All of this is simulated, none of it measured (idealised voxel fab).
Title: Process Module voxel released beams
Xsec cut, 255 nm wide, square cell size 5 nm.
Cross-section layout: square cells on a grid; listed as bands, top to bottom; a band spans one or more cell rows.
Quick guide to a band line: top height, bottom height (nm) up front; then every material left to right with its width in nm. Only one material and it's marked "full width"? Then it fills the band edge to edge. And "blank" just means empty space.
Zero point of the height axis is 0; under it, received wafer = one material. Lowest band: continues down indefinitely, "top 0, no bottom".
A width given as "30..40" starts at the first number in the band's top row and ends at the second number in its bottom row, shifting by an equal amount at every step from row to row.
No cell of the cross-section changed in a step that is given as "no modifications".
Closed-off voids of 8+ cells (no open route to the top) go in "Cavities, sealed", written width x height at distance from the left edge, in nm.
Post-settings text on a step line: simulator's own remark regarding the step.
When a step includes a mask, the "overlay nm" setting on its line states how far to the right of its planned place that mask lay, and negative values state how far to the left.
Each pair below shows a cross-section before one step and the cross-section after it, down to the lowest band that changed. The line under each pair gives the step between them, with its settings. The pairs can come from different runs of this module on the same starting wafer, so a pair continues from the pair above only where its "Before the step" says so.
# Before the step
    top 0, no bottom  Si full width
    Cavities, sealed: none
# Resulting Structure
    top 5, bottom 0  Al2O3 full width
    Everything below 0 is unchanged.
    Cavities, sealed: none
Process step bridging the above cross-sections: CONFORMAL_DEP: material Al2O3, thk nm 5
Before the step: just use the after drawing of the pair above as your starting point.
# Resulting Structure
    top 20, bottom 5  SiO2 full width
    Everything below 5 is unchanged.
    Cavities, sealed: none
Process step bridging the above cross-sections: DIRECTIONAL_DEP: material SiO2, thk nm 15
Before the step: just use the after drawing of the pair above as your starting point.
# Resulting Structure
    top 20, bottom 5  SiO2 (80); blank (35); SiO2 (140)
    Everything below 5 is unchanged.
    Cavities, sealed: none
Process step bridging the above cross-sections: MASKED_ETCH: tone open, mask id ANCHOR, width nm 35, etch materials SiO2, depth nm 15, overlay nm 0
Before the step: just use the after drawing of the pair above as your starting point.
# Resulting Structure
    top 30, bottom 20  W (90); blank (15); W (150)
    top 20, bottom 15  SiO2 (80); W (10); blank (15); W (10); SiO2 (140)
    top 15, bottom 5  SiO2 (80); W (35); SiO2 (140)
    Everything below 5 is unchanged.
    Cavities, sealed: none
Process step bridging the above cross-sections: CONFORMAL_DEP: material W, thk nm 10
Before the step: just use the after drawing of the pair above as your starting point.
# Resulting Structure
    top 40, bottom 30  aC (90); blank (15); aC (150)
    top 30, bottom 25  W (90); blank (15); W (150)
    top 25, bottom 20  W (90); aC (15); W (150)
    top 20, bottom 15  SiO2 (80); W (10); aC (15); W (10); SiO2 (140)
    Everything below 15 is unchanged.
    Cavities, sealed: none
Process step bridging the above cross-sections: DIRECTIONAL_DEP: material aC, thk nm 10
Before the step: just use the after drawing of the pair above as your starting point.
# Resulting Structure
    top 70, bottom 40  blank (75); resist (95); blank (85)
    top 40, bottom 30  aC (90); resist (15); aC (150)
    top 30, bottom 25  W (90); resist (15); W (150)
    Everything below 25 is unchanged.
    Cavities, sealed: none
Process step bridging the above cross-sections: PATTERN: tone cover, mask id BEAM, material resist, width nm 95, thk nm 30, overlay nm 0
Before the step: just use the after drawing of the pair above as your starting point.
# Resulting Structure
    top 60, bottom 40  blank (75); resist (95); blank (85)
    top 40, bottom 30  blank (75); aC (15); resist (15); aC (65); blank (85)
    Everything below 30 is unchanged.
    Cavities, sealed: none
Process step bridging the above cross-sections: DIRECTIONAL_ETCH: etch materials aC, depth nm 10
Before the step: just use the after drawing of the pair above as your starting point.
# Resulting Structure
    top 40, bottom 30  blank (75); aC (15); blank (15); aC (65); blank (85)
    top 30, bottom 25  W (90); blank (15); W (150)
    Everything below 25 is unchanged.
    Cavities, sealed: none
Process step bridging the above cross-sections: STRIP: etch materials resist
Before the step: just use the after drawing of the pair above as your starting point.
# Resulting Structure
    top 40, bottom 30  blank (75); aC (15); blank (15); aC (65); blank (85)
    top 30, bottom 25  blank (75); W (15); blank (15); W (65); blank (85)
    top 25, bottom 20  blank (75); W (15); aC (15); W (65); blank (85)
    Everything below 20 is unchanged.
    Cavities, sealed: none
Process step bridging the above cross-sections: DIRECTIONAL_ETCH: etch materials W, depth nm 10
Before the step: just use the after drawing of the pair above as your starting point.
# Resulting Structure
    top 30, bottom 20  blank (75); W (15); blank (15); W (65); blank (85)
    top 20, bottom 15  SiO2 (80); W (10); blank (15); W (10); SiO2 (140)
    Everything below 15 is unchanged.
    Cavities, sealed: none
Process step bridging the above cross-sections: STRIP: etch materials aC
Before the step: just use the after drawing of the pair above as your starting point.
# Resulting Structure
    top 30, bottom 20  blank (75); W (15); blank (15); W (65); blank (85)
    top 20, bottom 15  blank (80); W (10); blank (15); W (10); blank (140)
    top 15, bottom 5  blank (80); W (35); blank (140)
    Everything below 5 is unchanged.
    Cavities, sealed: none
Process step bridging the above cross-sections: STRIP: etch materials SiO2
# Before the step
    top 0, no bottom  Si full width
    Cavities, sealed: none
# Resulting Structure
    top 15, bottom 0  SiO2 full width
    Everything below 0 is unchanged.
    Cavities, sealed: none
Process step bridging the above cross-sections: DIRECTIONAL_DEP: material SiO2, thk nm 15
Before the step: just use the after drawing of the pair above as your starting point.
# Resulting Structure
    top 15, bottom 0  SiO2 (80); blank (35); SiO2 (140)
    Everything below 0 is unchanged.
    Cavities, sealed: none
Process step bridging the above cross-sections: MASKED_ETCH: tone open, mask id ANCHOR, width nm 35, etch materials SiO2, depth nm 15, overlay nm 0
Before the step: just use the after drawing of the pair above as your starting point.
# Resulting Structure
    top 25, bottom 15  W (90); blank (15); W (150)
    top 15, bottom 10  SiO2 (80); W (10); blank (15); W (10); SiO2 (140)
    top 10, bottom 0  SiO2 (80); W (35); SiO2 (140)
    Everything below 0 is unchanged.
    Cavities, sealed: none
Process step bridging the above cross-sections: CONFORMAL_DEP: material W, thk nm 10
Before the step: just use the after drawing of the pair above as your starting point.
# Resulting Structure
    top 35, bottom 25  aC (90); blank (15); aC (150)
    top 25, bottom 20  W (90); blank (15); W (150)
    top 20, bottom 15  W (90); aC (15); W (150)
    top 15, bottom 10  SiO2 (80); W (10); aC (15); W (10); SiO2 (140)
    Everything below 10 is unchanged.
    Cavities, sealed: none
Process step bridging the above cross-sections: DIRECTIONAL_DEP: material aC, thk nm 10
Before the step: just use the after drawing of the pair above as your starting point.
# Resulting Structure
    top 65, bottom 35  blank (75); resist (95); blank (85)
    top 35, bottom 25  aC (90); resist (15); aC (150)
    top 25, bottom 20  W (90); resist (15); W (150)
    Everything below 20 is unchanged.
    Cavities, sealed: none
Process step bridging the above cross-sections: PATTERN: tone cover, mask id BEAM, material resist, width nm 95, thk nm 30, overlay nm 0
Before the step: just use the after drawing of the pair above as your starting point.
# Resulting Structure
    top 55, bottom 35  blank (75); resist (95); blank (85)
    top 35, bottom 25  blank (75); aC (15); resist (15); aC (65); blank (85)
    Everything below 25 is unchanged.
    Cavities, sealed: none
Process step bridging the above cross-sections: DIRECTIONAL_ETCH: etch materials aC, depth nm 10
Before the step: just use the after drawing of the pair above as your starting point.
# Resulting Structure
    top 35, bottom 25  blank (75); aC (15); blank (15); aC (65); blank (85)
    top 25, bottom 20  W (90); blank (15); W (150)
    Everything below 20 is unchanged.
    Cavities, sealed: none
Process step bridging the above cross-sections: STRIP: etch materials resist
Before the step: just use the after drawing of the pair above as your starting point.
# Resulting Structure
    top 35, bottom 25  blank (75); aC (15); blank (15); aC (65); blank (85)
    top 25, bottom 20  blank (75); W (15); blank (15); W (65); blank (85)
    top 20, bottom 15  blank (75); W (15); aC (15); W (65); blank (85)
    Everything below 15 is unchanged.
    Cavities, sealed: none
Process step bridging the above cross-sections: DIRECTIONAL_ETCH: etch materials W, depth nm 10
Before the step: just use the after drawing of the pair above as your starting point.
# Resulting Structure
    top 25, bottom 15  blank (75); W (15); blank (15); W (65); blank (85)
    top 15, bottom 10  SiO2 (80); W (10); blank (15); W (10); SiO2 (140)
    Everything below 10 is unchanged.
    Cavities, sealed: none
Process step bridging the above cross-sections: STRIP: etch materials aC
Before the step: just use the after drawing of the pair above as your starting point.
# Resulting Structure
    top 25, bottom 15  blank (75); W (15); blank (15); W (65); blank (85)
    top 15, bottom 10  blank (80); W (10); blank (15); W (10); blank (140)
    top 10, bottom 0  blank (80); W (35); blank (140)
    Everything below 0 is unchanged.
    Cavities, sealed: none
Process step bridging the above cross-sections: STRIP: etch materials SiO2
# Before the step
    top 60, bottom 40  blank (75); resist (95); blank (85)
    top 40, bottom 30  blank (75); aC (15); resist (15); aC (65); blank (85)
    top 30, bottom 25  W (90); resist (15); W (150)
    top 25, bottom 20  W (90); aC (15); W (150)
    top 20, bottom 15  SiO2 (80); W (10); aC (15); W (10); SiO2 (140)
    top 15, bottom 5  SiO2 (80); W (35); SiO2 (140)
    top 5, bottom 0  Al2O3 full width
    top 0, no bottom  Si full width
    Cavities, sealed: none
# Resulting Structure
    top 50, bottom 40  blank (75); resist (95); blank (85)
    Everything below 40 is unchanged.
    Cavities, sealed: none
Process step bridging the above cross-sections: DIRECTIONAL_ETCH: etch materials aC, depth nm 10
Before the step: just use the after drawing of the pair above as your starting point.
# Resulting Structure
    top 40, bottom 30  blank (75); aC (15); blank (15); aC (65); blank (85)
    top 30, bottom 25  W (90); blank (15); W (150)
    Everything below 25 is unchanged.
    Cavities, sealed: none
Process step bridging the above cross-sections: STRIP: etch materials resist
# Before the step
    top 15, bottom 0  SiO2 full width
    top 0, no bottom  Si full width
    Cavities, sealed: none
# Resulting Structure
    top 20, bottom 15  Al2O3 full width
    Everything below 15 is unchanged.
    Cavities, sealed: none
Process step bridging the above cross-sections: CONFORMAL_DEP: material Al2O3, thk nm 5
Before the step: just use the after drawing of the pair above as your starting point.
# Resulting Structure
    top 30, bottom 20  W full width
    Everything below 20 is unchanged.
    Cavities, sealed: none
Process step bridging the above cross-sections: CONFORMAL_DEP: material W, thk nm 10
Before the step: just use the after drawing of the pair above as your starting point.
# Resulting Structure
    top 40, bottom 30  aC full width
    Everything below 30 is unchanged.
    Cavities, sealed: none
Process step bridging the above cross-sections: DIRECTIONAL_DEP: material aC, thk nm 10
Before the step: just use the after drawing of the pair above as your starting point.
# Resulting Structure
    top 70, bottom 40  blank (75); resist (95); blank (85)
    Everything below 40 is unchanged.
    Cavities, sealed: none
Process step bridging the above cross-sections: PATTERN: tone cover, mask id BEAM, material resist, width nm 95, thk nm 30, overlay nm 0
Before the step: just use the after drawing of the pair above as your starting point.
# Resulting Structure
    top 60, bottom 40  blank (75); resist (95); blank (85)
    top 40, bottom 30  blank (75); aC (95); blank (85)
    Everything below 30 is unchanged.
    Cavities, sealed: none
Process step bridging the above cross-sections: DIRECTIONAL_ETCH: etch materials aC, depth nm 10
Before the step: just use the after drawing of the pair above as your starting point.
# Resulting Structure
    top 40, bottom 30  blank (75); aC (95); blank (85)
    Everything below 30 is unchanged.
    Cavities, sealed: none
Process step bridging the above cross-sections: STRIP: etch materials resist
Before the step: just use the after drawing of the pair above as your starting point.
# Resulting Structure
    top 40, bottom 30  blank (75); aC (95); blank (85)
    top 30, bottom 20  blank (75); W (95); blank (85)
    Everything below 20 is unchanged.
    Cavities, sealed: none
Process step bridging the above cross-sections: DIRECTIONAL_ETCH: etch materials W, depth nm 10
Before the step: just use the after drawing of the pair above as your starting point.
# Resulting Structure
    top 30, bottom 20  blank (75); W (95); blank (85)
    Everything below 20 is unchanged.
    Cavities, sealed: none
Process step bridging the above cross-sections: STRIP: etch materials aC
# Before the step
    top 20, bottom 5  SiO2 (80); blank (35); SiO2 (140)
    top 5, bottom 0  Al2O3 full width
    top 0, no bottom  Si full width
    Cavities, sealed: none
# Resulting Structure
    top 25, bottom 20  W (85); blank (25); W (145)
    top 20, bottom 10  SiO2 (80); W (5); blank (25); W (5); SiO2 (140)
    top 10, bottom 5  SiO2 (80); W (35); SiO2 (140)
    Everything below 5 is unchanged.
    Cavities, sealed: none
Process step bridging the above cross-sections: CONFORMAL_DEP: material W, thk nm 5
Before the step: just use the after drawing of the pair above as your starting point.
# Resulting Structure
    top 35, bottom 25  aC (85); blank (25); aC (145)
    top 25, bottom 20  W (85); blank (25); W (145)
    top 20, bottom 10  SiO2 (80); W (5); aC (25); W (5); SiO2 (140)
    Everything below 10 is unchanged.
    Cavities, sealed: none
Process step bridging the above cross-sections: DIRECTIONAL_DEP: material aC, thk nm 10
Before the step: just use the after drawing of the pair above as your starting point.
# Resulting Structure
    top 65, bottom 35  blank (75); resist (95); blank (85)
    top 35, bottom 25  aC (85); resist (25); aC (145)
    top 25, bottom 20  W (85); resist (25); W (145)
    Everything below 20 is unchanged.
    Cavities, sealed: none
Process step bridging the above cross-sections: PATTERN: tone cover, mask id BEAM, material resist, width nm 95, thk nm 30, overlay nm 0
Before the step: just use the after drawing of the pair above as your starting point.
# Resulting Structure
    top 55, bottom 35  blank (75); resist (95); blank (85)
    top 35, bottom 25  blank (75); aC (10); resist (25); aC (60); blank (85)
    Everything below 25 is unchanged.
    Cavities, sealed: none
Process step bridging the above cross-sections: DIRECTIONAL_ETCH: etch materials aC, depth nm 10
Before the step: just use the after drawing of the pair above as your starting point.
# Resulting Structure
    top 35, bottom 25  blank (75); aC (10); blank (25); aC (60); blank (85)
    top 25, bottom 20  W (85); blank (25); W (145)
    Everything below 20 is unchanged.
    Cavities, sealed: none
Process step bridging the above cross-sections: STRIP: etch materials resist
Before the step: just use the after drawing of the pair above as your starting point.
# Resulting Structure
    top 35, bottom 25  blank (75); aC (10); blank (25); aC (60); blank (85)
    top 25, bottom 20  blank (75); W (10); blank (25); W (60); blank (85)
    Everything below 20 is unchanged.
    Cavities, sealed: none
Process step bridging the above cross-sections: DIRECTIONAL_ETCH: etch materials W, depth nm 10
Before the step: just use the after drawing of the pair above as your starting point.
# Resulting Structure
    top 25, bottom 20  blank (75); W (10); blank (25); W (60); blank (85)
    top 20, bottom 10  SiO2 (80); W (5); blank (25); W (5); SiO2 (140)
    Everything below 10 is unchanged.
    Cavities, sealed: none
Process step bridging the above cross-sections: STRIP: etch materials aC
Before the step: just use the after drawing of the pair above as your starting point.
# Resulting Structure
    top 25, bottom 20  blank (75); W (10); blank (25); W (60); blank (85)
    top 20, bottom 10  blank (80); W (5); blank (25); W (5); blank (140)
    top 10, bottom 5  blank (80); W (35); blank (140)
    Everything below 5 is unchanged.
    Cavities, sealed: none
Process step bridging the above cross-sections: STRIP: etch materials SiO2
# Before the step
    top 20, bottom 5  SiO2 full width
    top 5, bottom 0  Al2O3 full width
    top 0, no bottom  Si full width
    Cavities, sealed: none
# Resulting Structure
    top 20, bottom 5  SiO2 (75); blank (45); SiO2 (135)
    Everything below 5 is unchanged.
    Cavities, sealed: none
Process step bridging the above cross-sections: MASKED_ETCH: tone open, mask id ANCHOR, width nm 45, etch materials SiO2, depth nm 15, overlay nm 0
Before the step: just use the after drawing of the pair above as your starting point.
# Resulting Structure
    top 30, bottom 20  W (85); blank (25); W (145)
    top 20, bottom 15  SiO2 (75); W (10); blank (25); W (10); SiO2 (135)
    top 15, bottom 5  SiO2 (75); W (45); SiO2 (135)
    Everything below 5 is unchanged.
    Cavities, sealed: none
Process step bridging the above cross-sections: CONFORMAL_DEP: material W, thk nm 10
Before the step: just use the after drawing of the pair above as your starting point.
# Resulting Structure
    top 40, bottom 30  aC (85); blank (25); aC (145)
    top 30, bottom 25  W (85); blank (25); W (145)
    top 25, bottom 20  W (85); aC (25); W (145)
    top 20, bottom 15  SiO2 (75); W (10); aC (25); W (10); SiO2 (135)
    Everything below 15 is unchanged.
    Cavities, sealed: none
Process step bridging the above cross-sections: DIRECTIONAL_DEP: material aC, thk nm 10
Before the step: just use the after drawing of the pair above as your starting point.
# Resulting Structure
    top 70, bottom 40  blank (75); resist (95); blank (85)
    top 40, bottom 30  aC (85); resist (25); aC (145)
    top 30, bottom 25  W (85); resist (25); W (145)
    Everything below 25 is unchanged.
    Cavities, sealed: none
Process step bridging the above cross-sections: PATTERN: tone cover, mask id BEAM, material resist, width nm 95, thk nm 30, overlay nm 0
Before the step: just use the after drawing of the pair above as your starting point.
# Resulting Structure
    top 60, bottom 40  blank (75); resist (95); blank (85)
    top 40, bottom 30  blank (75); aC (10); resist (25); aC (60); blank (85)
    Everything below 30 is unchanged.
    Cavities, sealed: none
Process step bridging the above cross-sections: DIRECTIONAL_ETCH: etch materials aC, depth nm 10
Before the step: just use the after drawing of the pair above as your starting point.
# Resulting Structure
    top 40, bottom 30  blank (75); aC (10); blank (25); aC (60); blank (85)
    top 30, bottom 25  W (85); blank (25); W (145)
    Everything below 25 is unchanged.
    Cavities, sealed: none
Process step bridging the above cross-sections: STRIP: etch materials resist
Before the step: just use the after drawing of the pair above as your starting point.
# Resulting Structure
    top 40, bottom 30  blank (75); aC (10); blank (25); aC (60); blank (85)
    top 30, bottom 25  blank (75); W (10); blank (25); W (60); blank (85)
    top 25, bottom 20  blank (75); W (10); aC (25); W (60); blank (85)
    Everything below 20 is unchanged.
    Cavities, sealed: none
Process step bridging the above cross-sections: DIRECTIONAL_ETCH: etch materials W, depth nm 10
Before the step: just use the after drawing of the pair above as your starting point.
# Resulting Structure
    top 30, bottom 20  blank (75); W (10); blank (25); W (60); blank (85)
    top 20, bottom 15  SiO2 (75); W (10); blank (25); W (10); SiO2 (135)
    Everything below 15 is unchanged.
    Cavities, sealed: none
Process step bridging the above cross-sections: STRIP: etch materials aC
Before the step: just use the after drawing of the pair above as your starting point.
# Resulting Structure
    top 30, bottom 20  blank (75); W (10); blank (25); W (60); blank (85)
    top 20, bottom 15  blank (75); W (10); blank (25); W (10); blank (135)
    top 15, bottom 5  blank (75); W (45); blank (135)
    Everything below 5 is unchanged.
    Cavities, sealed: none
Process step bridging the above cross-sections: STRIP: etch materials SiO2
# Before the step
    top 20, bottom 5  SiO2 full width
    top 5, bottom 0  Al2O3 full width
    top 0, no bottom  Si full width
    Cavities, sealed: none
# Resulting Structure
    top 20, bottom 5  SiO2 (70); blank (35); SiO2 (150)
    Everything below 5 is unchanged.
    Cavities, sealed: none
Process step bridging the above cross-sections: MASKED_ETCH: tone open, mask id ANCHOR, width nm 35, etch materials SiO2, depth nm 15, overlay nm -10
Before the step: just use the after drawing of the pair above as your starting point.
# Resulting Structure
    top 30, bottom 20  W (80); blank (15); W (160)
    top 20, bottom 15  SiO2 (70); W (10); blank (15); W (10); SiO2 (150)
    top 15, bottom 5  SiO2 (70); W (35); SiO2 (150)
    Everything below 5 is unchanged.
    Cavities, sealed: none
Process step bridging the above cross-sections: CONFORMAL_DEP: material W, thk nm 10
Before the step: just use the after drawing of the pair above as your starting point.
# Resulting Structure
    top 40, bottom 30  aC (80); blank (15); aC (160)
    top 30, bottom 25  W (80); blank (15); W (160)
    top 25, bottom 20  W (80); aC (15); W (160)
    top 20, bottom 15  SiO2 (70); W (10); aC (15); W (10); SiO2 (150)
    Everything below 15 is unchanged.
    Cavities, sealed: none
Process step bridging the above cross-sections: DIRECTIONAL_DEP: material aC, thk nm 10
Before the step: just use the after drawing of the pair above as your starting point.
# Resulting Structure
    top 70, bottom 40  blank (75); resist (95); blank (85)
    top 40, bottom 30  aC (80); resist (15); aC (160)
    top 30, bottom 25  W (80); resist (15); W (160)
    Everything below 25 is unchanged.
    Cavities, sealed: none
Process step bridging the above cross-sections: PATTERN: tone cover, mask id BEAM, material resist, width nm 95, thk nm 30, overlay nm 0
Before the step: just use the after drawing of the pair above as your starting point.
# Resulting Structure
    top 60, bottom 40  blank (75); resist (95); blank (85)
    top 40, bottom 30  blank (75); aC (5); resist (15); aC (75); blank (85)
    Everything below 30 is unchanged.
    Cavities, sealed: none
Process step bridging the above cross-sections: DIRECTIONAL_ETCH: etch materials aC, depth nm 10
Before the step: just use the after drawing of the pair above as your starting point.
# Resulting Structure
    top 40, bottom 30  blank (75); aC (5); blank (15); aC (75); blank (85)
    top 30, bottom 25  W (80); blank (15); W (160)
    Everything below 25 is unchanged.
    Cavities, sealed: none
Process step bridging the above cross-sections: STRIP: etch materials resist
Before the step: just use the after drawing of the pair above as your starting point.
# Resulting Structure
    top 40, bottom 30  blank (75); aC (5); blank (15); aC (75); blank (85)
    top 30, bottom 25  blank (75); W (5); blank (15); W (75); blank (85)
    top 25, bottom 20  blank (75); W (5); aC (15); W (75); blank (85)
    Everything below 20 is unchanged.
    Cavities, sealed: none
Process step bridging the above cross-sections: DIRECTIONAL_ETCH: etch materials W, depth nm 10
Before the step: just use the after drawing of the pair above as your starting point.
# Resulting Structure
    top 30, bottom 20  blank (75); W (5); blank (15); W (75); blank (85)
    top 20, bottom 15  SiO2 (70); W (10); blank (15); W (10); SiO2 (150)
    Everything below 15 is unchanged.
    Cavities, sealed: none
Process step bridging the above cross-sections: STRIP: etch materials aC
Before the step: just use the after drawing of the pair above as your starting point.
# Resulting Structure
    top 30, bottom 20  blank (75); W (5); blank (15); W (75); blank (85)
    top 20, bottom 15  blank (70); W (10); blank (15); W (10); blank (150)
    top 15, bottom 5  blank (70); W (35); blank (150)
    Everything below 5 is unchanged.
    Cavities, sealed: none
Process step bridging the above cross-sections: STRIP: etch materials SiO2
# Before the step
    top 0, no bottom  Si full width
    Cavities, sealed: none
# Resulting Structure
    top 5, bottom 0  aC full width
    Everything below 0 is unchanged.
    Cavities, sealed: none
Process step bridging the above cross-sections: CONFORMAL_DEP: material aC, thk nm 5
Before the step: just use the after drawing of the pair above as your starting point.
# Resulting Structure
    top 20, bottom 5  SiO2 full width
    Everything below 5 is unchanged.
    Cavities, sealed: none
Process step bridging the above cross-sections: DIRECTIONAL_DEP: material SiO2, thk nm 15
Before the step: just use the after drawing of the pair above as your starting point.
# Resulting Structure
    top 20, bottom 5  SiO2 (80); blank (35); SiO2 (140)
    Everything below 5 is unchanged.
    Cavities, sealed: none
Process step bridging the above cross-sections: MASKED_ETCH: tone open, mask id ANCHOR, width nm 35, etch materials SiO2, depth nm 15, overlay nm 0
Before the step: just use the after drawing of the pair above as your starting point.
# Resulting Structure
    top 30, bottom 20  W (90); blank (15); W (150)
    top 20, bottom 15  SiO2 (80); W (10); blank (15); W (10); SiO2 (140)
    top 15, bottom 5  SiO2 (80); W (35); SiO2 (140)
    Everything below 5 is unchanged.
    Cavities, sealed: none
Process step bridging the above cross-sections: CONFORMAL_DEP: material W, thk nm 10
Before the step: just use the after drawing of the pair above as your starting point.
# Resulting Structure
    top 40, bottom 30  aC (90); blank (15); aC (150)
    top 30, bottom 25  W (90); blank (15); W (150)
    top 25, bottom 20  W (90); aC (15); W (150)
    top 20, bottom 15  SiO2 (80); W (10); aC (15); W (10); SiO2 (140)
    Everything below 15 is unchanged.
    Cavities, sealed: none
Process step bridging the above cross-sections: DIRECTIONAL_DEP: material aC, thk nm 10
Before the step: just use the after drawing of the pair above as your starting point.
# Resulting Structure
    top 70, bottom 40  blank (75); resist (95); blank (85)
    top 40, bottom 30  aC (90); resist (15); aC (150)
    top 30, bottom 25  W (90); resist (15); W (150)
    Everything below 25 is unchanged.
    Cavities, sealed: none
Process step bridging the above cross-sections: PATTERN: tone cover, mask id BEAM, material resist, width nm 95, thk nm 30, overlay nm 0
Before the step: just use the after drawing of the pair above as your starting point.
# Resulting Structure
    top 60, bottom 40  blank (75); resist (95); blank (85)
    top 40, bottom 30  blank (75); aC (15); resist (15); aC (65); blank (85)
    Everything below 30 is unchanged.
    Cavities, sealed: none
Process step bridging the above cross-sections: DIRECTIONAL_ETCH: etch materials aC, depth nm 10
Before the step: just use the after drawing of the pair above as your starting point.
# Resulting Structure
    top 40, bottom 30  blank (75); aC (15); blank (15); aC (65); blank (85)
    top 30, bottom 25  W (90); blank (15); W (150)
    Everything below 25 is unchanged.
    Cavities, sealed: none
Process step bridging the above cross-sections: STRIP: etch materials resist
Before the step: just use the after drawing of the pair above as your starting point.
# Resulting Structure
    top 40, bottom 30  blank (75); aC (15); blank (15); aC (65); blank (85)
    top 30, bottom 25  blank (75); W (15); blank (15); W (65); blank (85)
    top 25, bottom 20  blank (75); W (15); aC (15); W (65); blank (85)
    Everything below 20 is unchanged.
    Cavities, sealed: none
Process step bridging the above cross-sections: DIRECTIONAL_ETCH: etch materials W, depth nm 10
Before the step: just use the after drawing of the pair above as your starting point.
# Resulting Structure
    top 30, bottom 20  blank (75); W (15); blank (15); W (65); blank (85)
    top 20, bottom 15  SiO2 (80); W (10); blank (15); W (10); SiO2 (140)
    Everything below 15 is unchanged.
    Cavities, sealed: none
Process step bridging the above cross-sections: STRIP: etch materials aC
Before the step: just use the after drawing of the pair above as your starting point.
# Resulting Structure
    top 30, bottom 20  blank (75); W (15); blank (15); W (65); blank (85)
    top 20, bottom 15  blank (80); W (10); blank (15); W (10); blank (140)
    top 15, bottom 5  blank (80); W (35); blank (140)
    Everything below 5 is unchanged.
    Cavities, sealed: none
Process step bridging the above cross-sections: STRIP: etch materials SiO2
# Before the step
    top 20, bottom 5  SiO2 full width
    top 5, bottom 0  Al2O3 full width
    top 0, no bottom  Si full width
    Cavities, sealed: none
# Resulting Structure
    top 20, bottom 5  blank (80); SiO2 (35); blank (140)
    Everything below 5 is unchanged.
    Cavities, sealed: none
Process step bridging the above cross-sections: MASKED_ETCH: tone cover, mask id ANCHOR, width nm 35, etch materials SiO2, depth nm 15, overlay nm 0
Before the step: just use the after drawing of the pair above as your starting point.
# Resulting Structure
    top 30, bottom 20  blank (70); W (55); blank (130)
    top 20, bottom 15  blank (70); W (10); SiO2 (35); W (10); blank (130)
    top 15, bottom 5  W (80); SiO2 (35); W (140)
    Everything below 5 is unchanged.
    Cavities, sealed: none
Process step bridging the above cross-sections: CONFORMAL_DEP: material W, thk nm 10
Before the step: just use the after drawing of the pair above as your starting point.
# Resulting Structure
    top 40, bottom 30  blank (70); aC (55); blank (130)
    top 30, bottom 25  blank (70); W (55); blank (130)
    top 25, bottom 20  aC (70); W (55); aC (130)
    top 20, bottom 15  aC (70); W (10); SiO2 (35); W (10); aC (130)
    Everything below 15 is unchanged.
    Cavities, sealed: none
Process step bridging the above cross-sections: DIRECTIONAL_DEP: material aC, thk nm 10
Before the step: just use the after drawing of the pair above as your starting point.
# Resulting Structure
    top 70, bottom 40  blank (75); resist (95); blank (85)
    top 40, bottom 30  blank (70); aC (55); resist (45); blank (85)
    top 30, bottom 25  blank (70); W (55); resist (45); blank (85)
    Everything below 25 is unchanged.
    Cavities, sealed: none
Process step bridging the above cross-sections: PATTERN: tone cover, mask id BEAM, material resist, width nm 95, thk nm 30, overlay nm 0
Before the step: just use the after drawing of the pair above as your starting point.
# Resulting Structure
    top 60, bottom 40  blank (75); resist (95); blank (85)
    top 40, bottom 30  blank (75); aC (50); resist (45); blank (85)
    top 30, bottom 25  blank (70); W (55); resist (45); blank (85)
    top 25, bottom 20  blank (70); W (55); aC (45); blank (85)
    top 20, bottom 15  blank (70); W (10); SiO2 (35); W (10); aC (45); blank (85)
    Everything below 15 is unchanged.
    Cavities, sealed: none
Process step bridging the above cross-sections: DIRECTIONAL_ETCH: etch materials aC, depth nm 10
Before the step: just use the after drawing of the pair above as your starting point.
# Resulting Structure
    top 40, bottom 30  blank (75); aC (50); blank (130)
    top 30, bottom 25  blank (70); W (55); blank (130)
    Everything below 25 is unchanged.
    Cavities, sealed: none
Process step bridging the above cross-sections: STRIP: etch materials resist
Before the step: just use the after drawing of the pair above as your starting point.
# Resulting Structure
    top 40, bottom 30  blank (75); aC (50); blank (130)
    top 30, bottom 25  blank (75); W (50); blank (130)
    top 25, bottom 20  blank (75); W (50); aC (45); blank (85)
    top 20, bottom 15  blank (70); W (10); SiO2 (35); W (10); aC (45); blank (85)
    top 15, bottom 5  blank (70); W (10); SiO2 (35); W (55); blank (85)
    Everything below 5 is unchanged.
    Cavities, sealed: none
Process step bridging the above cross-sections: DIRECTIONAL_ETCH: etch materials W, depth nm 10
Before the step: just use the after drawing of the pair above as your starting point.
# Resulting Structure
    top 30, bottom 20  blank (75); W (50); blank (130)
    top 20, bottom 15  blank (70); W (10); SiO2 (35); W (10); blank (130)
    Everything below 15 is unchanged.
    Cavities, sealed: none
Process step bridging the above cross-sections: STRIP: etch materials aC
